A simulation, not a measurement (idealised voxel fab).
process module | voxel ribs on slabs
cross-section cut | 200 nm wide | cells 5 nm
A cross-section is a grid of square cells, given in bands from the top down. A band is one or more rows of cells.
Each band's line starts with the height of the band's top and of its bottom, in nm. Then come its materials from left to right, each with its width in nm. One material with "throughout" fills the band from edge to edge. "air" is empty space.
Height 0 is the level under which the wafer as received is all one material. The lowest band goes on downwards, as in "0 down".
A width such as "30 to 40" changes by the same amount from each row of cells to the next, from the band's top row to its bottom row.
"no change" after a step means that no cell of the cross-section changed.
closed voids: empty space of 8 cells or more with no open way to the top, each as width x height at its distance from the left edge, in nm
after a step's settings: what the simulator itself notes on the step
overlay nm, on a step with a mask: how far to the right of its planned place the mask lay; to the left if negative
Each pair below shows a cross-section before one step and the cross-section after it, down to the lowest band that changed. The line under each pair gives the step between them, with its settings. The pairs can come from different runs of this module on the same starting wafer, so a pair continues from the pair above only where its "before" says so.
before
  0 down: Si throughout
  closed voids: none
after
  20 to 0: SiO2 throughout
  below 0: unchanged
  closed voids: none
the step between: op DIRECTIONAL_DEP | material SiO2 | thk nm 20
before: the cross-section after the pair above
after
  40 to 20: SiN throughout
  below 20: unchanged
  closed voids: none
the step between: op DIRECTIONAL_DEP | material SiN | thk nm 20
before: the cross-section after the pair above
after
  50 to 40: aC throughout
  below 40: unchanged
  closed voids: none
the step between: op DIRECTIONAL_DEP | material aC | thk nm 10
before: the cross-section after the pair above
after
  75 to 50: air 90 | resist 20 | air 90
  below 50: unchanged
  closed voids: none
the step between: op PATTERN | tone cover | mask id RIB | material resist | width nm 20 | thk nm 25 | overlay nm 0
before: the cross-section after the pair above
after
  65 to 50: air 90 | resist 20 | air 90
  50 to 40: air 90 | aC 20 | air 90
  below 40: unchanged
  closed voids: none
the step between: op DIRECTIONAL_ETCH | etch materials aC | depth nm 10
before: the cross-section after the pair above
after
  50 to 40: air 90 | aC 20 | air 90
  below 40: unchanged
  closed voids: none
the step between: op STRIP | etch materials resist
before: the cross-section after the pair above
after
  50 to 40: air 90 | aC 20 | air 90
  40 to 30: air 90 | SiN 20 | air 90
  below 30: unchanged
  closed voids: none
the step between: op DIRECTIONAL_ETCH | etch materials SiN | depth nm 10
before: the cross-section after the pair above
after
  40 to 30: air 90 | SiN 20 | air 90
  below 30: unchanged
  closed voids: none
the step between: op STRIP | etch materials aC
before: the cross-section after the pair above
after
  55 to 45: air 90 | aC 20 | air 90
  45 to 40: aC throughout
  40 to 30: aC 90 | SiN 20 | aC 90
  below 30: unchanged
  closed voids: none
the step between: op DIRECTIONAL_DEP | material aC | thk nm 15
before: the cross-section after the pair above
after
  85 to 55: air 75 | resist 50 | air 75
  55 to 45: air 75 | resist 15 | aC 20 | resist 15 | air 75
  below 45: unchanged
  closed voids: none
the step between: op PATTERN | tone cover | mask id SLAB | material resist | width nm 50 | thk nm 30 | overlay nm 0
before: the cross-section after the pair above
after
  70 to 55: air 75 | resist 50 | air 75
  55 to 45: air 75 | resist 15 | aC 20 | resist 15 | air 75
  45 to 40: air 75 | aC 50 | air 75
  40 to 30: air 75 | aC 15 | SiN 20 | aC 15 | air 75
  below 30: unchanged
  closed voids: none
the step between: op DIRECTIONAL_ETCH | etch materials aC | depth nm 15
before: the cross-section after the pair above
after
  55 to 45: air 90 | aC 20 | air 90
  below 45: unchanged
  closed voids: none
the step between: op STRIP | etch materials resist
before: the cross-section after the pair above
after
  55 to 45: air 90 | aC 20 | air 90
  45 to 40: air 75 | aC 50 | air 75
  40 to 30: air 75 | aC 15 | SiN 20 | aC 15 | air 75
  30 to 20: air 75 | SiN 50 | air 75
  below 20: unchanged
  closed voids: none
the step between: op DIRECTIONAL_ETCH | etch materials SiN | depth nm 10
before: the cross-section after the pair above
after
  40 to 30: air 90 | SiN 20 | air 90
  below 30: unchanged
  closed voids: none
the step between: op STRIP | etch materials aC
before: the cross-section after the pair above
after
  70 to 40: SiO2 throughout
  40 to 30: SiO2 90 | SiN 20 | SiO2 90
  30 to 20: SiO2 75 | SiN 50 | SiO2 75
  below 20: unchanged
  closed voids: none
the step between: op FILL_DEP | material SiO2 | thk nm 30
before: the cross-section after the pair above
after
  60 to 40: SiO2 throughout
  below 40: unchanged
  closed voids: none
the step between: op CMP | height nm 60
before: the cross-section after the pair above
after
  65 to 60: TiN throughout
  below 60: unchanged
  closed voids: none
the step between: op DIRECTIONAL_DEP | material TiN | thk nm 5
before: the cross-section after the pair above
after
  65 to 60: air 85 | TiN 30 | air 85
  below 60: unchanged
  closed voids: none
the step between: op MASKED_ETCH | tone cover | mask id HEATER | width nm 30 | etch materials TiN | depth nm 5 | overlay nm 0
before: the cross-section after the pair above
after
  70 to 65: air 80 | SiN 40 | air 80
  65 to 60: SiN 85 | TiN 30 | SiN 85
  below 60: unchanged
  closed voids: none
the step between: op CONFORMAL_DEP | material SiN | thk nm 5
before
  40 to 20: SiN throughout
  20 to 0: SiO2 throughout
  0 down: Si throughout
  closed voids: none
after
  60 to 20: SiN throughout
  below 20: unchanged
  closed voids: none
the step between: op DIRECTIONAL_DEP | material SiN | thk nm 20
before: the cross-section after the pair above
after
  70 to 60: aC throughout
  below 60: unchanged
  closed voids: none
the step between: op DIRECTIONAL_DEP | material aC | thk nm 10
before: the cross-section after the pair above
after
  95 to 70: air 90 | resist 20 | air 90
  below 70: unchanged
  closed voids: none
the step between: op PATTERN | tone cover | mask id RIB | material resist | width nm 20 | thk nm 25 | overlay nm 0
before: the cross-section after the pair above
after
  85 to 70: air 90 | resist 20 | air 90
  70 to 60: air 90 | aC 20 | air 90
  below 60: unchanged
  closed voids: none
the step between: op DIRECTIONAL_ETCH | etch materials aC | depth nm 10
before: the cross-section after the pair above
after
  70 to 60: air 90 | aC 20 | air 90
  below 60: unchanged
  closed voids: none
the step between: op STRIP | etch materials resist
before: the cross-section after the pair above
after
  70 to 60: air 90 | aC 20 | air 90
  60 to 50: air 90 | SiN 20 | air 90
  below 50: unchanged
  closed voids: none
the step between: op DIRECTIONAL_ETCH | etch materials SiN | depth nm 10
before: the cross-section after the pair above
after
  60 to 50: air 90 | SiN 20 | air 90
  below 50: unchanged
  closed voids: none
the step between: op STRIP | etch materials aC
before: the cross-section after the pair above
after
  75 to 65: air 90 | aC 20 | air 90
  65 to 60: aC throughout
  60 to 50: aC 90 | SiN 20 | aC 90
  below 50: unchanged
  closed voids: none
the step between: op DIRECTIONAL_DEP | material aC | thk nm 15
before: the cross-section after the pair above
after
  105 to 75: air 75 | resist 50 | air 75
  75 to 65: air 75 | resist 15 | aC 20 | resist 15 | air 75
  below 65: unchanged
  closed voids: none
the step between: op PATTERN | tone cover | mask id SLAB | material resist | width nm 50 | thk nm 30 | overlay nm 0
before: the cross-section after the pair above
after
  90 to 75: air 75 | resist 50 | air 75
  75 to 65: air 75 | resist 15 | aC 20 | resist 15 | air 75
  65 to 60: air 75 | aC 50 | air 75
  60 to 50: air 75 | aC 15 | SiN 20 | aC 15 | air 75
  below 50: unchanged
  closed voids: none
the step between: op DIRECTIONAL_ETCH | etch materials aC | depth nm 15
before: the cross-section after the pair above
after
  75 to 65: air 90 | aC 20 | air 90
  below 65: unchanged
  closed voids: none
the step between: op STRIP | etch materials resist
before: the cross-section after the pair above
after
  75 to 65: air 90 | aC 20 | air 90
  65 to 60: air 75 | aC 50 | air 75
  60 to 50: air 75 | aC 15 | SiN 20 | aC 15 | air 75
  50 to 40: air 75 | SiN 50 | air 75
  below 40: unchanged
  closed voids: none
the step between: op DIRECTIONAL_ETCH | etch materials SiN | depth nm 10
before: the cross-section after the pair above
after
  60 to 50: air 90 | SiN 20 | air 90
  below 50: unchanged
  closed voids: none
the step between: op STRIP | etch materials aC
before: the cross-section after the pair above
after
  90 to 60: SiO2 throughout
  60 to 50: SiO2 90 | SiN 20 | SiO2 90
  50 to 40: SiO2 75 | SiN 50 | SiO2 75
  below 40: unchanged
  closed voids: none
the step between: op FILL_DEP | material SiO2 | thk nm 30
before: the cross-section after the pair above
after
  60 to 50: SiO2 90 | SiN 20 | SiO2 90
  below 50: unchanged
  closed voids: none
the step between: op CMP | height nm 60
before: the cross-section after the pair above
after
  65 to 60: TiN throughout
  below 60: unchanged
  closed voids: none
the step between: op DIRECTIONAL_DEP | material TiN | thk nm 5
before: the cross-section after the pair above
after
  65 to 60: air 85 | TiN 30 | air 85
  below 60: unchanged
  closed voids: none
the step between: op MASKED_ETCH | tone cover | mask id HEATER | width nm 30 | etch materials TiN | depth nm 5 | overlay nm 0
before: the cross-section after the pair above
after
  70 to 65: air 80 | SiN 40 | air 80
  65 to 60: SiN 85 | TiN 30 | SiN 85
  below 60: unchanged
  closed voids: none
the step between: op CONFORMAL_DEP | material SiN | thk nm 5
before
  0 down: Si throughout
  closed voids: none
after
  20 to 0: SiN throughout
  below 0: unchanged
  closed voids: none
the step between: op DIRECTIONAL_DEP | material SiN | thk nm 20
before: the cross-section after the pair above
after
  40 to 20: SiO2 throughout
  below 20: unchanged
  closed voids: none
the step between: op DIRECTIONAL_DEP | material SiO2 | thk nm 20
before: the cross-section after the pair above
after
  50 to 40: aC throughout
  below 40: unchanged
  closed voids: none
the step between: op DIRECTIONAL_DEP | material aC | thk nm 10
before: the cross-section after the pair above
after
  75 to 50: air 90 | resist 20 | air 90
  below 50: unchanged
  closed voids: none
the step between: op PATTERN | tone cover | mask id RIB | material resist | width nm 20 | thk nm 25 | overlay nm 0
before: the cross-section after the pair above
after
  65 to 50: air 90 | resist 20 | air 90
  50 to 40: air 90 | aC 20 | air 90
  below 40: unchanged
  closed voids: none
the step between: op DIRECTIONAL_ETCH | etch materials aC | depth nm 10
before: the cross-section after the pair above
after
  50 to 40: air 90 | aC 20 | air 90
  below 40: unchanged
  closed voids: none
the step between: op STRIP | etch materials resist
before: the cross-section after the pair above
after
  40 to 20: SiO2 throughout
  below 20: unchanged
  closed voids: none
the step between: op STRIP | etch materials aC
before: the cross-section after the pair above
after
  55 to 40: aC throughout
  below 40: unchanged
  closed voids: none
the step between: op DIRECTIONAL_DEP | material aC | thk nm 15
before: the cross-section after the pair above
after
  85 to 55: air 75 | resist 50 | air 75
  below 55: unchanged
  closed voids: none
the step between: op PATTERN | tone cover | mask id SLAB | material resist | width nm 50 | thk nm 30 | overlay nm 0
before: the cross-section after the pair above
after
  70 to 55: air 75 | resist 50 | air 75
  55 to 40: air 75 | aC 50 | air 75
  below 40: unchanged
  closed voids: none
the step between: op DIRECTIONAL_ETCH | etch materials aC | depth nm 15
before: the cross-section after the pair above
after
  55 to 40: air 75 | aC 50 | air 75
  below 40: unchanged
  closed voids: none
the step between: op STRIP | etch materials resist
before: the cross-section after the pair above
after
  40 to 20: SiO2 throughout
  below 20: unchanged
  closed voids: none
the step between: op STRIP | etch materials aC
before: the cross-section after the pair above
after
  70 to 20: SiO2 throughout
  below 20: unchanged
  closed voids: none
the step between: op FILL_DEP | material SiO2 | thk nm 30
before: the cross-section after the pair above
after
  60 to 20: SiO2 throughout
  below 20: unchanged
  closed voids: none
the step between: op CMP | height nm 60
before: the cross-section after the pair above
after
  65 to 60: TiN throughout
  below 60: unchanged
  closed voids: none
the step between: op DIRECTIONAL_DEP | material TiN | thk nm 5
before: the cross-section after the pair above
after
  65 to 60: air 85 | TiN 30 | air 85
  below 60: unchanged
  closed voids: none
the step between: op MASKED_ETCH | tone cover | mask id HEATER | width nm 30 | etch materials TiN | depth nm 5 | overlay nm 0
before: the cross-section after the pair above
after
  70 to 65: air 80 | SiN 40 | air 80
  65 to 60: SiN 85 | TiN 30 | SiN 85
  below 60: unchanged
  closed voids: none
the step between: op CONFORMAL_DEP | material SiN | thk nm 5
before
  0 down: Si throughout
  closed voids: none
after
  10 to 0: SiO2 throughout
  below 0: unchanged
  closed voids: none
the step between: op DIRECTIONAL_DEP | material SiO2 | thk nm 10
before: the cross-section after the pair above
after
  30 to 10: SiN throughout
  below 10: unchanged
  closed voids: none
the step between: op DIRECTIONAL_DEP | material SiN | thk nm 20
before: the cross-section after the pair above
after
  40 to 30: aC throughout
  below 30: unchanged
  closed voids: none
the step between: op DIRECTIONAL_DEP | material aC | thk nm 10
before: the cross-section after the pair above
after
  65 to 40: air 90 | resist 20 | air 90
  below 40: unchanged
  closed voids: none
the step between: op PATTERN | tone cover | mask id RIB | material resist | width nm 20 | thk nm 25 | overlay nm 0
before: the cross-section after the pair above
after
  55 to 40: air 90 | resist 20 | air 90
  40 to 30: air 90 | aC 20 | air 90
  below 30: unchanged
  closed voids: none
the step between: op DIRECTIONAL_ETCH | etch materials aC | depth nm 10
before: the cross-section after the pair above
after
  40 to 30: air 90 | aC 20 | air 90
  below 30: unchanged
  closed voids: none
the step between: op STRIP | etch materials resist
before: the cross-section after the pair above
after
  40 to 30: air 90 | aC 20 | air 90
  30 to 20: air 90 | SiN 20 | air 90
  below 20: unchanged
  closed voids: none
the step between: op DIRECTIONAL_ETCH | etch materials SiN | depth nm 10
before: the cross-section after the pair above
after
  30 to 20: air 90 | SiN 20 | air 90
  below 20: unchanged
  closed voids: none
the step between: op STRIP | etch materials aC
before: the cross-section after the pair above
after
  45 to 35: air 90 | aC 20 | air 90
  35 to 30: aC throughout
  30 to 20: aC 90 | SiN 20 | aC 90
  below 20: unchanged
  closed voids: none
the step between: op DIRECTIONAL_DEP | material aC | thk nm 15
before: the cross-section after the pair above
after
  75 to 45: air 75 | resist 50 | air 75
  45 to 35: air 75 | resist 15 | aC 20 | resist 15 | air 75
  below 35: unchanged
  closed voids: none
the step between: op PATTERN | tone cover | mask id SLAB | material resist | width nm 50 | thk nm 30 | overlay nm 0
before: the cross-section after the pair above
after
  60 to 45: air 75 | resist 50 | air 75
  45 to 35: air 75 | resist 15 | aC 20 | resist 15 | air 75
  35 to 30: air 75 | aC 50 | air 75
  30 to 20: air 75 | aC 15 | SiN 20 | aC 15 | air 75
  below 20: unchanged
  closed voids: none
the step between: op DIRECTIONAL_ETCH | etch materials aC | depth nm 15
before: the cross-section after the pair above
after
  45 to 35: air 90 | aC 20 | air 90
  below 35: unchanged
  closed voids: none
the step between: op STRIP | etch materials resist
before: the cross-section after the pair above
after
  45 to 35: air 90 | aC 20 | air 90
  35 to 30: air 75 | aC 50 | air 75
  30 to 20: air 75 | aC 15 | SiN 20 | aC 15 | air 75
  20 to 10: air 75 | SiN 50 | air 75
  below 10: unchanged
  closed voids: none
the step between: op DIRECTIONAL_ETCH | etch materials SiN | depth nm 10
before: the cross-section after the pair above
after
  30 to 20: air 90 | SiN 20 | air 90
  below 20: unchanged
  closed voids: none
the step between: op STRIP | etch materials aC
before: the cross-section after the pair above
after
  60 to 30: SiO2 throughout
  30 to 20: SiO2 90 | SiN 20 | SiO2 90
  20 to 10: SiO2 75 | SiN 50 | SiO2 75
  below 10: unchanged
  closed voids: none
the step between: op FILL_DEP | material SiO2 | thk nm 30
before: the cross-section after the pair above
after
  65 to 60: TiN throughout
  below 60: unchanged
  closed voids: none
the step between: op DIRECTIONAL_DEP | material TiN | thk nm 5
before: the cross-section after the pair above
after
  65 to 60: air 85 | TiN 30 | air 85
  below 60: unchanged
  closed voids: none
the step between: op MASKED_ETCH | tone cover | mask id HEATER | width nm 30 | etch materials TiN | depth nm 5 | overlay nm 0
before: the cross-section after the pair above
after
  70 to 65: air 80 | SiN 40 | air 80
  65 to 60: SiN 85 | TiN 30 | SiN 85
  below 60: unchanged
  closed voids: none
the step between: op CONFORMAL_DEP | material SiN | thk nm 5
before
  50 to 40: aC throughout
  40 to 20: SiN throughout
  20 to 0: SiO2 throughout
  0 down: Si throughout
  closed voids: none
after
  75 to 50: air 85 | resist 30 | air 85
  below 50: unchanged
  closed voids: none
the step between: op PATTERN | tone cover | mask id RIB | material resist | width nm 30 | thk nm 25 | overlay nm 0
before: the cross-section after the pair above
after
  65 to 50: air 85 | resist 30 | air 85
  50 to 40: air 85 | aC 30 | air 85
  below 40: unchanged
  closed voids: none
the step between: op DIRECTIONAL_ETCH | etch materials aC | depth nm 10
before: the cross-section after the pair above
after
  50 to 40: air 85 | aC 30 | air 85
  below 40: unchanged
  closed voids: none
the step between: op STRIP | etch materials resist
before: the cross-section after the pair above
after
  50 to 40: air 85 | aC 30 | air 85
  40 to 30: air 85 | SiN 30 | air 85
  below 30: unchanged
  closed voids: none
the step between: op DIRECTIONAL_ETCH | etch materials SiN | depth nm 10
before: the cross-section after the pair above
after
  40 to 30: air 85 | SiN 30 | air 85
  below 30: unchanged
  closed voids: none
the step between: op STRIP | etch materials aC
before: the cross-section after the pair above
after
  55 to 45: air 85 | aC 30 | air 85
  45 to 40: aC throughout
  40 to 30: aC 85 | SiN 30 | aC 85
  below 30: unchanged
  closed voids: none
the step between: op DIRECTIONAL_DEP | material aC | thk nm 15
before: the cross-section after the pair above
after
  85 to 55: air 75 | resist 50 | air 75
  55 to 45: air 75 | resist 10 | aC 30 | resist 10 | air 75
  below 45: unchanged
  closed voids: none
the step between: op PATTERN | tone cover | mask id SLAB | material resist | width nm 50 | thk nm 30 | overlay nm 0
before: the cross-section after the pair above
after
  70 to 55: air 75 | resist 50 | air 75
  55 to 45: air 75 | resist 10 | aC 30 | resist 10 | air 75
  45 to 40: air 75 | aC 50 | air 75
  40 to 30: air 75 | aC 10 | SiN 30 | aC 10 | air 75
  below 30: unchanged
  closed voids: none
the step between: op DIRECTIONAL_ETCH | etch materials aC | depth nm 15
before: the cross-section after the pair above
after
  55 to 45: air 85 | aC 30 | air 85
  below 45: unchanged
  closed voids: none
the step between: op STRIP | etch materials resist
before: the cross-section after the pair above
after
  55 to 45: air 85 | aC 30 | air 85
  45 to 40: air 75 | aC 50 | air 75
  40 to 30: air 75 | aC 10 | SiN 30 | aC 10 | air 75
  30 to 20: air 75 | SiN 50 | air 75
  below 20: unchanged
  closed voids: none
the step between: op DIRECTIONAL_ETCH | etch materials SiN | depth nm 10
before: the cross-section after the pair above
after
  40 to 30: air 85 | SiN 30 | air 85
  below 30: unchanged
  closed voids: none
the step between: op STRIP | etch materials aC
before: the cross-section after the pair above
after
  70 to 40: SiO2 throughout
  40 to 30: SiO2 85 | SiN 30 | SiO2 85
  30 to 20: SiO2 75 | SiN 50 | SiO2 75
  below 20: unchanged
  closed voids: none
the step between: op FILL_DEP | material SiO2 | thk nm 30
before: the cross-section after the pair above
after
  60 to 40: SiO2 throughout
  below 40: unchanged
  closed voids: none
the step between: op CMP | height nm 60
before: the cross-section after the pair above
after
  65 to 60: TiN throughout
  below 60: unchanged
  closed voids: none
the step between: op DIRECTIONAL_DEP | material TiN | thk nm 5
before: the cross-section after the pair above
after
  65 to 60: air 85 | TiN 30 | air 85
  below 60: unchanged
  closed voids: none
the step between: op MASKED_ETCH | tone cover | mask id HEATER | width nm 30 | etch materials TiN | depth nm 5 | overlay nm 0
before: the cross-section after the pair above
after
  70 to 65: air 80 | SiN 40 | air 80
  65 to 60: SiN 85 | TiN 30 | SiN 85
  below 60: unchanged
  closed voids: none
the step between: op CONFORMAL_DEP | material SiN | thk nm 5
before
  55 to 45: air 90 | aC 20 | air 90
  45 to 40: aC throughout
  40 to 30: aC 90 | SiN 20 | aC 90
  30 to 20: SiN throughout
  20 to 0: SiO2 throughout
  0 down: Si throughout
  closed voids: none
after
  85 to 55: air 85 | resist 50 | air 65
  55 to 45: air 85 | resist 5 | aC 20 | resist 25 | air 65
  below 45: unchanged
  closed voids: none
the step between: op PATTERN | tone cover | mask id SLAB | material resist | width nm 50 | thk nm 30 | overlay nm 10
before: the cross-section after the pair above
after
  70 to 55: air 85 | resist 50 | air 65
  55 to 45: air 85 | resist 5 | aC 20 | resist 25 | air 65
  45 to 40: air 85 | aC 50 | air 65
  40 to 30: air 85 | aC 5 | SiN 20 | aC 25 | air 65
  below 30: unchanged
  closed voids: none
the step between: op DIRECTIONAL_ETCH | etch materials aC | depth nm 15
before: the cross-section after the pair above
after
  55 to 45: air 90 | aC 20 | air 90
  below 45: unchanged
  closed voids: none
the step between: op STRIP | etch materials resist
before: the cross-section after the pair above
after
  55 to 45: air 90 | aC 20 | air 90
  45 to 40: air 85 | aC 50 | air 65
  40 to 30: air 85 | aC 5 | SiN 20 | aC 25 | air 65
  30 to 20: air 85 | SiN 50 | air 65
  below 20: unchanged
  closed voids: none
the step between: op DIRECTIONAL_ETCH | etch materials SiN | depth nm 10
before: the cross-section after the pair above
after
  40 to 30: air 90 | SiN 20 | air 90
  below 30: unchanged
  closed voids: none
the step between: op STRIP | etch materials aC
before: the cross-section after the pair above
after
  70 to 40: SiO2 throughout
  40 to 30: SiO2 90 | SiN 20 | SiO2 90
  30 to 20: SiO2 85 | SiN 50 | SiO2 65
  below 20: unchanged
  closed voids: none
the step between: op FILL_DEP | material SiO2 | thk nm 30
before: the cross-section after the pair above
after
  60 to 40: SiO2 throughout
  below 40: unchanged
  closed voids: none
the step between: op CMP | height nm 60
before: the cross-section after the pair above
after
  65 to 60: TiN throughout
  below 60: unchanged
  closed voids: none
the step between: op DIRECTIONAL_DEP | material TiN | thk nm 5
before: the cross-section after the pair above
after
  65 to 60: air 85 | TiN 30 | air 85
  below 60: unchanged
  closed voids: none
the step between: op MASKED_ETCH | tone cover | mask id HEATER | width nm 30 | etch materials TiN | depth nm 5 | overlay nm 0
before: the cross-section after the pair above
after
  70 to 65: air 80 | SiN 40 | air 80
  65 to 60: SiN 85 | TiN 30 | SiN 85
  below 60: unchanged
  closed voids: none
the step between: op CONFORMAL_DEP | material SiN | thk nm 5
before
  40 to 30: air 90 | SiN 20 | air 90
  30 to 20: SiN throughout
  20 to 0: SiO2 throughout
  0 down: Si throughout
  closed voids: none
after
  55 to 45: air 90 | TiN 20 | air 90
  45 to 40: TiN throughout
  40 to 30: TiN 90 | SiN 20 | TiN 90
  below 30: unchanged
  closed voids: none
the step between: op DIRECTIONAL_DEP | material TiN | thk nm 15
before: the cross-section after the pair above
after
  85 to 55: air 75 | resist 50 | air 75
  55 to 45: air 75 | resist 15 | TiN 20 | resist 15 | air 75
  below 45: unchanged
  closed voids: none
the step between: op PATTERN | tone cover | mask id SLAB | material resist | width nm 50 | thk nm 30 | overlay nm 0
before: the cross-section after the pair above
after
  70 to 55: air 75 | resist 50 | air 75
  below 55: unchanged
  closed voids: none
the step between: op DIRECTIONAL_ETCH | etch materials aC | depth nm 15
before: the cross-section after the pair above
after
  55 to 45: air 90 | TiN 20 | air 90
  below 45: unchanged
  closed voids: none
the step between: op STRIP | etch materials resist
before: the cross-section after the pair above
after
  85 to 55: SiO2 throughout
  55 to 45: SiO2 90 | TiN 20 | SiO2 90
  below 45: unchanged
  closed voids: none
the step between: op FILL_DEP | material SiO2 | thk nm 30
before: the cross-section after the pair above
after
  60 to 55: SiO2 throughout
  below 55: unchanged
  closed voids: none
the step between: op CMP | height nm 60
before: the cross-section after the pair above
after
  65 to 60: TiN throughout
  below 60: unchanged
  closed voids: none
the step between: op DIRECTIONAL_DEP | material TiN | thk nm 5
before: the cross-section after the pair above
after
  65 to 60: air 85 | TiN 30 | air 85
  below 60: unchanged
  closed voids: none
the step between: op MASKED_ETCH | tone cover | mask id HEATER | width nm 30 | etch materials TiN | depth nm 5 | overlay nm 0
before: the cross-section after the pair above
after
  70 to 65: air 80 | SiN 40 | air 80
  65 to 60: SiN 85 | TiN 30 | SiN 85
  below 60: unchanged
  closed voids: none
the step between: op CONFORMAL_DEP | material SiN | thk nm 5
before
  65 to 60: TiN throughout
  60 to 40: SiO2 throughout
  40 to 30: SiO2 90 | SiN 20 | SiO2 90
  30 to 20: SiO2 75 | SiN 50 | SiO2 75
  20 to 0: SiO2 throughout
  0 down: Si throughout
  closed voids: none
after
  65 to 60: TiN 85 | air 30 | TiN 85
  below 60: unchanged
  closed voids: none
the step between: op MASKED_ETCH | tone open | mask id HEATER | width nm 30 | etch materials TiN | depth nm 5 | overlay nm 0
before: the cross-section after the pair above
after
  70 to 65: SiN 90 | air 20 | SiN 90
  65 to 60: TiN 85 | SiN 30 | TiN 85
  below 60: unchanged
  closed voids: none
the step between: op CONFORMAL_DEP | material SiN | thk nm 5
